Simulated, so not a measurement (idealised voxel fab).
Proc. module: voxel trench capacitor
This is section cut - it's 220 nm across, gridded in 5 nm square cells.
Square cells in a grid make up a cross-section in this document, and the grid is given as bands, listed from the top down, each one or more rows of cells. Read a band's entry like this: the first values are the height of its top and the height of its bottom in nm, and what follows is the sequence of materials from left to right, each with its width in nm. Note that "empty" is empty space, and that a single material marked "edge to edge" reaches across the band from edge to edge. For the purposes of this specification, 0 denotes the height below which the wafer in its as-received condition is composed wholly of one material, and the lowermost band, lacking a lower limit, extends downward without end, as expressed in "from 0 down". Per-row width for "30..40": begins at first number (top row of band), ends at second number (bottom row), increment between rows held constant. It should be understood that the words "left unchanged", when stated for a given step, signify that the cross-section underwent no change in any of its cells during that step. The entry titled "Enclosed cavities" provides the empty spaces that have no open way to the top, restricted to those of 8 cells or more. Each is presented as width x height at distance, the distance being measured from the left edge, with all three in nm. Heads up: the bit after the settings on a step's line is the simulator's remark on that step. The optional step-line setting "overlay nm" applies to steps with a mask and quantifies how far to the right of its planned location the mask lay, a negative value indicating leftward placement. Pairs follow: section before one process step, section after it down to the lowest changed band, step with settings underneath. Pairs may come from different runs of this module on the same starting wafer; continuity with the pair above only as stated in the "Before the step" entry.
[Before the step]
- from 0 down | Si edge to edge
- Enclosed cavities: none
[Post-Process Section]
- from 5 to 0 | SiN edge to edge
- Everything under 0 stays put, no change at all.
- Enclosed cavities: none
Name the step between the before and after sections above: CONFORMAL_DEP,material SiN,thk nm 5
Before the step: after-step cross-section of the pair just above applies.
[Post-Process Section]
- from 15 to 5 | aC edge to edge
- Everything under 5 stays put, no change at all.
- Enclosed cavities: none
Name the step between the before and after sections above: DIRECTIONAL_DEP,material aC,thk nm 10
Before the step: after-step cross-section of the pair just above applies.
[Post-Process Section]
- from 45 to 15 | 60 resist, then 15 empty, then 25 resist, then 15 empty, then 25 resist, then 15 empty, then 65 resist
- Everything under 15 stays put, no change at all.
- Enclosed cavities: none
Name the step between the before and after sections above: PATTERN,tone open,mask id TRENCH,material resist,width nm 15,pitch nm 40,thk nm 30,overlay nm 0
Before the step: after-step cross-section of the pair just above applies.
[Post-Process Section]
- from 35 to 15 | 60 resist, then 15 empty, then 25 resist, then 15 empty, then 25 resist, then 15 empty, then 65 resist
- from 15 to 5 | 60 aC, then 15 empty, then 25 aC, then 15 empty, then 25 aC, then 15 empty, then 65 aC
- Everything under 5 stays put, no change at all.
- Enclosed cavities: none
Name the step between the before and after sections above: DIRECTIONAL_ETCH,etch materials aC,depth nm 10
Before the step: after-step cross-section of the pair just above applies.
[Post-Process Section]
- from 15 to 5 | 60 aC, then 15 empty, then 25 aC, then 15 empty, then 25 aC, then 15 empty, then 65 aC
- Everything under 5 stays put, no change at all.
- Enclosed cavities: none
Name the step between the before and after sections above: STRIP,etch materials resist
Before the step: after-step cross-section of the pair just above applies.
[Post-Process Section]
- from 15 to 5 | 60 aC, then 15 empty, then 25 aC, then 15 empty, then 25 aC, then 15 empty, then 65 aC
- from 5 to 0 | 60 SiN, then 15 empty, then 25 SiN, then 15 empty, then 25 SiN, then 15 empty, then 65 SiN
- Everything under 0 stays put, no change at all.
- Enclosed cavities: none
Name the step between the before and after sections above: DIRECTIONAL_ETCH,etch materials SiN,depth nm 5
Before the step: after-step cross-section of the pair just above applies.
[Post-Process Section]
- from 15 to 5 | 60 aC, then 15 empty, then 25 aC, then 15 empty, then 25 aC, then 15 empty, then 65 aC
- from 5 to 0 | 60 SiN, then 15 empty, then 25 SiN, then 15 empty, then 25 SiN, then 15 empty, then 65 SiN
- from 0 to -25 | 60 Si, then 15 empty, then 25 Si, then 15 empty, then 25 Si, then 15 empty, then 65 Si
- Everything under -25 stays put, no change at all.
- Enclosed cavities: none
Name the step between the before and after sections above: DIRECTIONAL_ETCH,etch materials Si,depth nm 25
Before the step: after-step cross-section of the pair just above applies.
[Post-Process Section]
- from 5 to 0 | 60 SiN, then 15 empty, then 25 SiN, then 15 empty, then 25 SiN, then 15 empty, then 65 SiN
- Everything under 0 stays put, no change at all.
- Enclosed cavities: none
Name the step between the before and after sections above: STRIP,etch materials aC
Before the step: after-step cross-section of the pair just above applies.
[Post-Process Section]
- from 10 to 5 | 65 SiO2, then 5 empty, then 35 SiO2, then 5 empty, then 35 SiO2, then 5 empty, then 70 SiO2
- from 5 to 0 | 60 SiN, then 5 SiO2, then 5 empty, then 5 SiO2, then 25 SiN, then 5 SiO2, then 5 empty, then 5 SiO2, then 25 SiN, then 5 SiO2, then 5 empty, then 5 SiO2, then 65 SiN
- from 0 to -20 | 60 Si, then 5 SiO2, then 5 empty, then 5 SiO2, then 25 Si, then 5 SiO2, then 5 empty, then 5 SiO2, then 25 Si, then 5 SiO2, then 5 empty, then 5 SiO2, then 65 Si
- from -20 to -25 | 60 Si, then 15 SiO2, then 25 Si, then 15 SiO2, then 25 Si, then 15 SiO2, then 65 Si
- Everything under -25 stays put, no change at all.
- Enclosed cavities: none
Name the step between the before and after sections above: CONFORMAL_DEP,material SiO2,thk nm 5
Before the step: after-step cross-section of the pair just above applies.
[Post-Process Section]
- from 15 to 10 | polySi edge to edge
- from 10 to 5 | 65 SiO2, then 5 polySi, then 35 SiO2, then 5 polySi, then 35 SiO2, then 5 polySi, then 70 SiO2
- from 5 to 0 | 60 SiN, then 5 SiO2, then 5 polySi, then 5 SiO2, then 25 SiN, then 5 SiO2, then 5 polySi, then 5 SiO2, then 25 SiN, then 5 SiO2, then 5 polySi, then 5 SiO2, then 65 SiN
- from 0 to -20 | 60 Si, then 5 SiO2, then 5 polySi, then 5 SiO2, then 25 Si, then 5 SiO2, then 5 polySi, then 5 SiO2, then 25 Si, then 5 SiO2, then 5 polySi, then 5 SiO2, then 65 Si
- Everything under -20 stays put, no change at all.
- Enclosed cavities: none
Name the step between the before and after sections above: FILL_DEP,material polySi,thk nm 5
Before the step: after-step cross-section of the pair just above applies.
[Post-Process Section]
- from 5 to 0 | 60 SiN, then 5 SiO2, then 5 polySi, then 5 SiO2, then 25 SiN, then 5 SiO2, then 5 polySi, then 5 SiO2, then 25 SiN, then 5 SiO2, then 5 polySi, then 5 SiO2, then 65 SiN
- Everything under 0 stays put, no change at all.
- Enclosed cavities: none
Name the step between the before and after sections above: CMP,height nm 5
[Before the step]
- from 35 to 15 | 60 resist, then 15 empty, then 25 resist, then 15 empty, then 25 resist, then 15 empty, then 65 resist
- from 15 to 5 | 60 aC, then 15 empty, then 25 aC, then 15 empty, then 25 aC, then 15 empty, then 65 aC
- from 5 to 0 | SiN edge to edge
- from 0 down | Si edge to edge
- Enclosed cavities: none
[Post-Process Section]
- from 35 to 15 | 60 resist, then 15 empty, then 25 resist, then 15 empty, then 25 resist, then 15 empty, then 65 resist
- from 15 to 5 | 60 aC, then 15 empty, then 25 aC, then 15 empty, then 25 aC, then 15 empty, then 65 aC
- from 5 to 0 | 60 SiN, then 15 empty, then 25 SiN, then 15 empty, then 25 SiN, then 15 empty, then 65 SiN
- Everything under 0 stays put, no change at all.
- Enclosed cavities: none
Name the step between the before and after sections above: DIRECTIONAL_ETCH,etch materials SiN,depth nm 5
Before the step: after-step cross-section of the pair just above applies.
[Post-Process Section]
- from 35 to 15 | 60 resist, then 15 empty, then 25 resist, then 15 empty, then 25 resist, then 15 empty, then 65 resist
- from 15 to 5 | 60 aC, then 15 empty, then 25 aC, then 15 empty, then 25 aC, then 15 empty, then 65 aC
- from 5 to 0 | 60 SiN, then 15 empty, then 25 SiN, then 15 empty, then 25 SiN, then 15 empty, then 65 SiN
- from 0 to -25 | 60 Si, then 15 empty, then 25 Si, then 15 empty, then 25 Si, then 15 empty, then 65 Si
- Everything under -25 stays put, no change at all.
- Enclosed cavities: none
Name the step between the before and after sections above: DIRECTIONAL_ETCH,etch materials Si,depth nm 25
Before the step: after-step cross-section of the pair just above applies.
[Post-Process Section]
- from 5 to 0 | 60 SiN, then 15 empty, then 25 SiN, then 15 empty, then 25 SiN, then 15 empty, then 65 SiN
- Everything under 0 stays put, no change at all.
- Enclosed cavities: none
Name the step between the before and after sections above: STRIP,etch materials aC
[Before the step]
- from 15 to 5 | 60 aC, then 15 empty, then 25 aC, then 15 empty, then 25 aC, then 15 empty, then 65 aC
- from 5 to 0 | 60 SiN, then 15 empty, then 25 SiN, then 15 empty, then 25 SiN, then 15 empty, then 65 SiN
- from 0 to -25 | 60 Si, then 15 empty, then 25 Si, then 15 empty, then 25 Si, then 15 empty, then 65 Si
- from -25 down | Si edge to edge
- Enclosed cavities: none
[Post-Process Section]
- from 15 to 5 | 60 aC, then 15 empty, then 25 aC, then 15 empty, then 25 aC, then 15 empty, then 65 aC
- from 5 to 0 | 60 SiN, then 15 empty, then 25 SiN, then 15 empty, then 25 SiN, then 15 empty, then 65 SiN
- from 0 to -50 | 60 Si, then 15 empty, then 25 Si, then 15 empty, then 25 Si, then 15 empty, then 65 Si
- Everything under -50 stays put, no change at all.
- Enclosed cavities: none
Name the step between the before and after sections above: DIRECTIONAL_ETCH,etch materials Si,depth nm 25
Before the step: after-step cross-section of the pair just above applies.
[Post-Process Section]
- from 5 to 0 | 60 SiN, then 15 empty, then 25 SiN, then 15 empty, then 25 SiN, then 15 empty, then 65 SiN
- Everything under 0 stays put, no change at all.
- Enclosed cavities: none
Name the step between the before and after sections above: STRIP,etch materials aC
Before the step: after-step cross-section of the pair just above applies.
[Post-Process Section]
- from 10 to 5 | 65 SiO2, then 5 empty, then 35 SiO2, then 5 empty, then 35 SiO2, then 5 empty, then 70 SiO2
- from 5 to 0 | 60 SiN, then 5 SiO2, then 5 empty, then 5 SiO2, then 25 SiN, then 5 SiO2, then 5 empty, then 5 SiO2, then 25 SiN, then 5 SiO2, then 5 empty, then 5 SiO2, then 65 SiN
- from 0 to -45 | 60 Si, then 5 SiO2, then 5 empty, then 5 SiO2, then 25 Si, then 5 SiO2, then 5 empty, then 5 SiO2, then 25 Si, then 5 SiO2, then 5 empty, then 5 SiO2, then 65 Si
- from -45 to -50 | 60 Si, then 15 SiO2, then 25 Si, then 15 SiO2, then 25 Si, then 15 SiO2, then 65 Si
- Everything under -50 stays put, no change at all.
- Enclosed cavities: none
Name the step between the before and after sections above: CONFORMAL_DEP,material SiO2,thk nm 5
Before the step: after-step cross-section of the pair just above applies.
[Post-Process Section]
- from 15 to 10 | polySi edge to edge
- from 10 to 5 | 65 SiO2, then 5 polySi, then 35 SiO2, then 5 polySi, then 35 SiO2, then 5 polySi, then 70 SiO2
- from 5 to 0 | 60 SiN, then 5 SiO2, then 5 polySi, then 5 SiO2, then 25 SiN, then 5 SiO2, then 5 polySi, then 5 SiO2, then 25 SiN, then 5 SiO2, then 5 polySi, then 5 SiO2, then 65 SiN
- from 0 to -45 | 60 Si, then 5 SiO2, then 5 polySi, then 5 SiO2, then 25 Si, then 5 SiO2, then 5 polySi, then 5 SiO2, then 25 Si, then 5 SiO2, then 5 polySi, then 5 SiO2, then 65 Si
- Everything under -45 stays put, no change at all.
- Enclosed cavities: none
Name the step between the before and after sections above: FILL_DEP,material polySi,thk nm 5
Before the step: after-step cross-section of the pair just above applies.
[Post-Process Section]
- from 5 to 0 | 60 SiN, then 5 SiO2, then 5 polySi, then 5 SiO2, then 25 SiN, then 5 SiO2, then 5 polySi, then 5 SiO2, then 25 SiN, then 5 SiO2, then 5 polySi, then 5 SiO2, then 65 SiN
- Everything under 0 stays put, no change at all.
- Enclosed cavities: none
Name the step between the before and after sections above: CMP,height nm 5
[Before the step]
- from 35 to 15 | 60 resist, then 15 empty, then 25 resist, then 15 empty, then 25 resist, then 15 empty, then 65 resist
- from 15 to 5 | 60 aC, then 15 empty, then 25 aC, then 15 empty, then 25 aC, then 15 empty, then 65 aC
- from 5 to 0 | 60 SiN, then 15 empty, then 25 SiN, then 15 empty, then 25 SiN, then 15 empty, then 65 SiN
- from 0 down | Si edge to edge
- Enclosed cavities: none
[Post-Process Section]
- from 15 to 5 | 60 aC, then 15 empty, then 25 aC, then 15 empty, then 25 aC, then 15 empty, then 65 aC
- Everything under 5 stays put, no change at all.
- Enclosed cavities: none
Name the step between the before and after sections above: STRIP,etch materials resist
[Before the step]
- from 15 to 10 | polySi edge to edge
- from 10 to 5 | 65 SiO2, then 5 polySi, then 35 SiO2, then 5 polySi, then 35 SiO2, then 5 polySi, then 70 SiO2
- from 5 to 0 | 60 SiN, then 5 SiO2, then 5 polySi, then 5 SiO2, then 25 SiN, then 5 SiO2, then 5 polySi, then 5 SiO2, then 25 SiN, then 5 SiO2, then 5 polySi, then 5 SiO2, then 65 SiN
- from 0 to -20 | 60 Si, then 5 SiO2, then 5 polySi, then 5 SiO2, then 25 Si, then 5 SiO2, then 5 polySi, then 5 SiO2, then 25 Si, then 5 SiO2, then 5 polySi, then 5 SiO2, then 65 Si
- from -20 to -25 | 60 Si, then 15 SiO2, then 25 Si, then 15 SiO2, then 25 Si, then 15 SiO2, then 65 Si
- from -25 down | Si edge to edge
- Enclosed cavities: none
[Post-Process Section]
- from 10 to 5 | 65 SiO2, then 5 polySi, then 35 SiO2, then 5 polySi, then 35 SiO2, then 5 polySi, then 70 SiO2
- Everything under 5 stays put, no change at all.
- Enclosed cavities: none
Name the step between the before and after sections above: CMP,height nm 10
[Before the step]
- from 15 to 5 | aC edge to edge
- from 5 to 0 | SiN edge to edge
- from 0 down | Si edge to edge
- Enclosed cavities: none
[Post-Process Section]
- from 45 to 15 | 55 resist, then 25 empty, then 15 resist, then 25 empty, then 15 resist, then 25 empty, then 60 resist
- Everything under 15 stays put, no change at all.
- Enclosed cavities: none
Name the step between the before and after sections above: PATTERN,tone open,mask id TRENCH,material resist,width nm 25,pitch nm 40,thk nm 30,overlay nm 0
Before the step: after-step cross-section of the pair just above applies.
[Post-Process Section]
- from 35 to 15 | 55 resist, then 25 empty, then 15 resist, then 25 empty, then 15 resist, then 25 empty, then 60 resist
- from 15 to 5 | 55 aC, then 25 empty, then 15 aC, then 25 empty, then 15 aC, then 25 empty, then 60 aC
- Everything under 5 stays put, no change at all.
- Enclosed cavities: none
Name the step between the before and after sections above: DIRECTIONAL_ETCH,etch materials aC,depth nm 10
Before the step: after-step cross-section of the pair just above applies.
[Post-Process Section]
- from 15 to 5 | 55 aC, then 25 empty, then 15 aC, then 25 empty, then 15 aC, then 25 empty, then 60 aC
- Everything under 5 stays put, no change at all.
- Enclosed cavities: none
Name the step between the before and after sections above: STRIP,etch materials resist
Before the step: after-step cross-section of the pair just above applies.
[Post-Process Section]
- from 15 to 5 | 55 aC, then 25 empty, then 15 aC, then 25 empty, then 15 aC, then 25 empty, then 60 aC
- from 5 to 0 | 55 SiN, then 25 empty, then 15 SiN, then 25 empty, then 15 SiN, then 25 empty, then 60 SiN
- Everything under 0 stays put, no change at all.
- Enclosed cavities: none
Name the step between the before and after sections above: DIRECTIONAL_ETCH,etch materials SiN,depth nm 5
Before the step: after-step cross-section of the pair just above applies.
[Post-Process Section]
- from 15 to 5 | 55 aC, then 25 empty, then 15 aC, then 25 empty, then 15 aC, then 25 empty, then 60 aC
- from 5 to 0 | 55 SiN, then 25 empty, then 15 SiN, then 25 empty, then 15 SiN, then 25 empty, then 60 SiN
- from 0 to -25 | 55 Si, then 25 empty, then 15 Si, then 25 empty, then 15 Si, then 25 empty, then 60 Si
- Everything under -25 stays put, no change at all.
- Enclosed cavities: none
Name the step between the before and after sections above: DIRECTIONAL_ETCH,etch materials Si,depth nm 25
Before the step: after-step cross-section of the pair just above applies.
[Post-Process Section]
- from 5 to 0 | 55 SiN, then 25 empty, then 15 SiN, then 25 empty, then 15 SiN, then 25 empty, then 60 SiN
- Everything under 0 stays put, no change at all.
- Enclosed cavities: none
Name the step between the before and after sections above: STRIP,etch materials aC
Before the step: after-step cross-section of the pair just above applies.
[Post-Process Section]
- from 10 to 5 | 60 SiO2, then 15 empty, then 25 SiO2, then 15 empty, then 25 SiO2, then 15 empty, then 65 SiO2
- from 5 to 0 | 55 SiN, then 5 SiO2, then 15 empty, then 5 SiO2, then 15 SiN, then 5 SiO2, then 15 empty, then 5 SiO2, then 15 SiN, then 5 SiO2, then 15 empty, then 5 SiO2, then 60 SiN
- from 0 to -20 | 55 Si, then 5 SiO2, then 15 empty, then 5 SiO2, then 15 Si, then 5 SiO2, then 15 empty, then 5 SiO2, then 15 Si, then 5 SiO2, then 15 empty, then 5 SiO2, then 60 Si
- from -20 to -25 | 55 Si, then 25 SiO2, then 15 Si, then 25 SiO2, then 15 Si, then 25 SiO2, then 60 Si
- Everything under -25 stays put, no change at all.
- Enclosed cavities: none
Name the step between the before and after sections above: CONFORMAL_DEP,material SiO2,thk nm 5
Before the step: after-step cross-section of the pair just above applies.
[Post-Process Section]
- from 15 to 10 | polySi edge to edge
- from 10 to 5 | 60 SiO2, then 15 polySi, then 25 SiO2, then 15 polySi, then 25 SiO2, then 15 polySi, then 65 SiO2
- from 5 to 0 | 55 SiN, then 5 SiO2, then 15 polySi, then 5 SiO2, then 15 SiN, then 5 SiO2, then 15 polySi, then 5 SiO2, then 15 SiN, then 5 SiO2, then 15 polySi, then 5 SiO2, then 60 SiN
- from 0 to -20 | 55 Si, then 5 SiO2, then 15 polySi, then 5 SiO2, then 15 Si, then 5 SiO2, then 15 polySi, then 5 SiO2, then 15 Si, then 5 SiO2, then 15 polySi, then 5 SiO2, then 60 Si
- Everything under -20 stays put, no change at all.
- Enclosed cavities: none
Name the step between the before and after sections above: FILL_DEP,material polySi,thk nm 5
Before the step: after-step cross-section of the pair just above applies.
[Post-Process Section]
- from 5 to 0 | 55 SiN, then 5 SiO2, then 15 polySi, then 5 SiO2, then 15 SiN, then 5 SiO2, then 15 polySi, then 5 SiO2, then 15 SiN, then 5 SiO2, then 15 polySi, then 5 SiO2, then 60 SiN
- Everything under 0 stays put, no change at all.
- Enclosed cavities: none
Name the step between the before and after sections above: CMP,height nm 5
[Before the step]
- from 15 to 5 | aC edge to edge
- from 5 to 0 | SiN edge to edge
- from 0 down | Si edge to edge
- Enclosed cavities: none
[Post-Process Section]
- from 45 to 15 | 50 resist, then 15 empty, then 25 resist, then 15 empty, then 25 resist, then 15 empty, then 75 resist
- Everything under 15 stays put, no change at all.
- Enclosed cavities: none
Name the step between the before and after sections above: PATTERN,tone open,mask id TRENCH,material resist,width nm 15,pitch nm 40,thk nm 30,overlay nm -10
Before the step: after-step cross-section of the pair just above applies.
[Post-Process Section]
- from 35 to 15 | 50 resist, then 15 empty, then 25 resist, then 15 empty, then 25 resist, then 15 empty, then 75 resist
- from 15 to 5 | 50 aC, then 15 empty, then 25 aC, then 15 empty, then 25 aC, then 15 empty, then 75 aC
- Everything under 5 stays put, no change at all.
- Enclosed cavities: none
Name the step between the before and after sections above: DIRECTIONAL_ETCH,etch materials aC,depth nm 10
Before the step: after-step cross-section of the pair just above applies.
[Post-Process Section]
- from 15 to 5 | 50 aC, then 15 empty, then 25 aC, then 15 empty, then 25 aC, then 15 empty, then 75 aC
- Everything under 5 stays put, no change at all.
- Enclosed cavities: none
Name the step between the before and after sections above: STRIP,etch materials resist
Before the step: after-step cross-section of the pair just above applies.
[Post-Process Section]
- from 15 to 5 | 50 aC, then 15 empty, then 25 aC, then 15 empty, then 25 aC, then 15 empty, then 75 aC
- from 5 to 0 | 50 SiN, then 15 empty, then 25 SiN, then 15 empty, then 25 SiN, then 15 empty, then 75 SiN
- Everything under 0 stays put, no change at all.
- Enclosed cavities: none
Name the step between the before and after sections above: DIRECTIONAL_ETCH,etch materials SiN,depth nm 5
Before the step: after-step cross-section of the pair just above applies.
[Post-Process Section]
- from 15 to 5 | 50 aC, then 15 empty, then 25 aC, then 15 empty, then 25 aC, then 15 empty, then 75 aC
- from 5 to 0 | 50 SiN, then 15 empty, then 25 SiN, then 15 empty, then 25 SiN, then 15 empty, then 75 SiN
- from 0 to -25 | 50 Si, then 15 empty, then 25 Si, then 15 empty, then 25 Si, then 15 empty, then 75 Si
- Everything under -25 stays put, no change at all.
- Enclosed cavities: none
Name the step between the before and after sections above: DIRECTIONAL_ETCH,etch materials Si,depth nm 25
Before the step: after-step cross-section of the pair just above applies.
[Post-Process Section]
- from 5 to 0 | 50 SiN, then 15 empty, then 25 SiN, then 15 empty, then 25 SiN, then 15 empty, then 75 SiN
- Everything under 0 stays put, no change at all.
- Enclosed cavities: none
Name the step between the before and after sections above: STRIP,etch materials aC
Before the step: after-step cross-section of the pair just above applies.
[Post-Process Section]
- from 10 to 5 | 55 SiO2, then 5 empty, then 35 SiO2, then 5 empty, then 35 SiO2, then 5 empty, then 80 SiO2
- from 5 to 0 | 50 SiN, then 5 SiO2, then 5 empty, then 5 SiO2, then 25 SiN, then 5 SiO2, then 5 empty, then 5 SiO2, then 25 SiN, then 5 SiO2, then 5 empty, then 5 SiO2, then 75 SiN
- from 0 to -20 | 50 Si, then 5 SiO2, then 5 empty, then 5 SiO2, then 25 Si, then 5 SiO2, then 5 empty, then 5 SiO2, then 25 Si, then 5 SiO2, then 5 empty, then 5 SiO2, then 75 Si
- from -20 to -25 | 50 Si, then 15 SiO2, then 25 Si, then 15 SiO2, then 25 Si, then 15 SiO2, then 75 Si
- Everything under -25 stays put, no change at all.
- Enclosed cavities: none
Name the step between the before and after sections above: CONFORMAL_DEP,material SiO2,thk nm 5
Before the step: after-step cross-section of the pair just above applies.
[Post-Process Section]
- from 15 to 10 | polySi edge to edge
- from 10 to 5 | 55 SiO2, then 5 polySi, then 35 SiO2, then 5 polySi, then 35 SiO2, then 5 polySi, then 80 SiO2
- from 5 to 0 | 50 SiN, then 5 SiO2, then 5 polySi, then 5 SiO2, then 25 SiN, then 5 SiO2, then 5 polySi, then 5 SiO2, then 25 SiN, then 5 SiO2, then 5 polySi, then 5 SiO2, then 75 SiN
- from 0 to -20 | 50 Si, then 5 SiO2, then 5 polySi, then 5 SiO2, then 25 Si, then 5 SiO2, then 5 polySi, then 5 SiO2, then 25 Si, then 5 SiO2, then 5 polySi, then 5 SiO2, then 75 Si
- Everything under -20 stays put, no change at all.
- Enclosed cavities: none
Name the step between the before and after sections above: FILL_DEP,material polySi,thk nm 5
Before the step: after-step cross-section of the pair just above applies.
[Post-Process Section]
- from 5 to 0 | 50 SiN, then 5 SiO2, then 5 polySi, then 5 SiO2, then 25 SiN, then 5 SiO2, then 5 polySi, then 5 SiO2, then 25 SiN, then 5 SiO2, then 5 polySi, then 5 SiO2, then 75 SiN
- Everything under 0 stays put, no change at all.
- Enclosed cavities: none
Name the step between the before and after sections above: CMP,height nm 5
[Before the step]
- from 5 to 0 | 60 SiN, then 15 empty, then 25 SiN, then 15 empty, then 25 SiN, then 15 empty, then 65 SiN
- from 0 to -25 | 60 Si, then 15 empty, then 25 Si, then 15 empty, then 25 Si, then 15 empty, then 65 Si
- from -25 down | Si edge to edge
- Enclosed cavities: none
[Post-Process Section]
- from 10 to 0 | 65 SiN, then 5 empty, then 35 SiN, then 5 empty, then 35 SiN, then 5 empty, then 70 SiN
- from 0 to -20 | 60 Si, then 5 SiN, then 5 empty, then 5 SiN, then 25 Si, then 5 SiN, then 5 empty, then 5 SiN, then 25 Si, then 5 SiN, then 5 empty, then 5 SiN, then 65 Si
- from -20 to -25 | 60 Si, then 15 SiN, then 25 Si, then 15 SiN, then 25 Si, then 15 SiN, then 65 Si
- Everything under -25 stays put, no change at all.
- Enclosed cavities: none
Name the step between the before and after sections above: CONFORMAL_DEP,material SiN,thk nm 5
Before the step: after-step cross-section of the pair just above applies.
[Post-Process Section]
- from 15 to 10 | polySi edge to edge
- from 10 to 0 | 65 SiN, then 5 polySi, then 35 SiN, then 5 polySi, then 35 SiN, then 5 polySi, then 70 SiN
- from 0 to -20 | 60 Si, then 5 SiN, then 5 polySi, then 5 SiN, then 25 Si, then 5 SiN, then 5 polySi, then 5 SiN, then 25 Si, then 5 SiN, then 5 polySi, then 5 SiN, then 65 Si
- Everything under -20 stays put, no change at all.
- Enclosed cavities: none
Name the step between the before and after sections above: FILL_DEP,material polySi,thk nm 5
Before the step: after-step cross-section of the pair just above applies.
[Post-Process Section]
- from 5 to 0 | 65 SiN, then 5 polySi, then 35 SiN, then 5 polySi, then 35 SiN, then 5 polySi, then 70 SiN
- Everything under 0 stays put, no change at all.
- Enclosed cavities: none
Name the step between the before and after sections above: CMP,height nm 5
[Before the step]
- from 15 to 5 | aC edge to edge
- from 5 to 0 | SiN edge to edge
- from 0 down | Si edge to edge
- Enclosed cavities: none
[Post-Process Section]
- from 45 to 15 | 60 empty, then 15 resist, then 25 empty, then 15 resist, then 25 empty, then 15 resist, then 65 empty
- Everything under 15 stays put, no change at all.
- Enclosed cavities: none
Name the step between the before and after sections above: PATTERN,tone cover,mask id TRENCH,material resist,width nm 15,pitch nm 40,thk nm 30,overlay nm 0
Before the step: after-step cross-section of the pair just above applies.
[Post-Process Section]
- from 35 to 15 | 60 empty, then 15 resist, then 25 empty, then 15 resist, then 25 empty, then 15 resist, then 65 empty
- from 15 to 5 | 60 empty, then 15 aC, then 25 empty, then 15 aC, then 25 empty, then 15 aC, then 65 empty
- Everything under 5 stays put, no change at all.
- Enclosed cavities: none
Name the step between the before and after sections above: DIRECTIONAL_ETCH,etch materials aC,depth nm 10
Before the step: after-step cross-section of the pair just above applies.
[Post-Process Section]
- from 15 to 5 | 60 empty, then 15 aC, then 25 empty, then 15 aC, then 25 empty, then 15 aC, then 65 empty
- Everything under 5 stays put, no change at all.
- Enclosed cavities: none
Name the step between the before and after sections above: STRIP,etch materials resist
Before the step: after-step cross-section of the pair just above applies.
[Post-Process Section]
- from 15 to 5 | 60 empty, then 15 aC, then 25 empty, then 15 aC, then 25 empty, then 15 aC, then 65 empty
- from 5 to 0 | 60 empty, then 15 SiN, then 25 empty, then 15 SiN, then 25 empty, then 15 SiN, then 65 empty
- Everything under 0 stays put, no change at all.
- Enclosed cavities: none
Name the step between the before and after sections above: DIRECTIONAL_ETCH,etch materials SiN,depth nm 5
Before the step: after-step cross-section of the pair just above applies.
[Post-Process Section]
- from 15 to 5 | 60 empty, then 15 aC, then 25 empty, then 15 aC, then 25 empty, then 15 aC, then 65 empty
- from 5 to 0 | 60 empty, then 15 SiN, then 25 empty, then 15 SiN, then 25 empty, then 15 SiN, then 65 empty
- from 0 to -25 | 60 empty, then 15 Si, then 25 empty, then 15 Si, then 25 empty, then 15 Si, then 65 empty
- Everything under -25 stays put, no change at all.
- Enclosed cavities: none
Name the step between the before and after sections above: DIRECTIONAL_ETCH,etch materials Si,depth nm 25
Before the step: after-step cross-section of the pair just above applies.
[Post-Process Section]
- from 5 to 0 | 60 empty, then 15 SiN, then 25 empty, then 15 SiN, then 25 empty, then 15 SiN, then 65 empty
- Everything under 0 stays put, no change at all.
- Enclosed cavities: none
Name the step between the before and after sections above: STRIP,etch materials aC
Before the step: after-step cross-section of the pair just above applies.
[Post-Process Section]
- from 10 to 5 | 55 empty, then 25 SiO2, then 15 empty, then 25 SiO2, then 15 empty, then 25 SiO2, then 60 empty
- from 5 to 0 | 55 empty, then 5 SiO2, then 15 SiN, then 5 SiO2, then 15 empty, then 5 SiO2, then 15 SiN, then 5 SiO2, then 15 empty, then 5 SiO2, then 15 SiN, then 5 SiO2, then 60 empty
- from 0 to -20 | 55 empty, then 5 SiO2, then 15 Si, then 5 SiO2, then 15 empty, then 5 SiO2, then 15 Si, then 5 SiO2, then 15 empty, then 5 SiO2, then 15 Si, then 5 SiO2, then 60 empty
- from -20 to -25 | 60 SiO2, then 15 Si, then 25 SiO2, then 15 Si, then 25 SiO2, then 15 Si, then 65 SiO2
- Everything under -25 stays put, no change at all.
- Enclosed cavities: none
Name the step between the before and after sections above: CONFORMAL_DEP,material SiO2,thk nm 5
Before the step: after-step cross-section of the pair just above applies.
[Post-Process Section]
- from 15 to 10 | polySi edge to edge
- from 10 to 5 | 55 polySi, then 25 SiO2, then 15 polySi, then 25 SiO2, then 15 polySi, then 25 SiO2, then 60 polySi
- from 5 to 0 | 55 polySi, then 5 SiO2, then 15 SiN, then 5 SiO2, then 15 polySi, then 5 SiO2, then 15 SiN, then 5 SiO2, then 15 polySi, then 5 SiO2, then 15 SiN, then 5 SiO2, then 60 polySi
- from 0 to -20 | 55 polySi, then 5 SiO2, then 15 Si, then 5 SiO2, then 15 polySi, then 5 SiO2, then 15 Si, then 5 SiO2, then 15 polySi, then 5 SiO2, then 15 Si, then 5 SiO2, then 60 polySi
- Everything under -20 stays put, no change at all.
- Enclosed cavities: none
Name the step between the before and after sections above: FILL_DEP,material polySi,thk nm 5
Before the step: after-step cross-section of the pair just above applies.
[Post-Process Section]
- from 5 to 0 | 55 polySi, then 5 SiO2, then 15 SiN, then 5 SiO2, then 15 polySi, then 5 SiO2, then 15 SiN, then 5 SiO2, then 15 polySi, then 5 SiO2, then 15 SiN, then 5 SiO2, then 60 polySi
- Everything under 0 stays put, no change at all.
- Enclosed cavities: none
Name the step between the before and after sections above: CMP,height nm 5
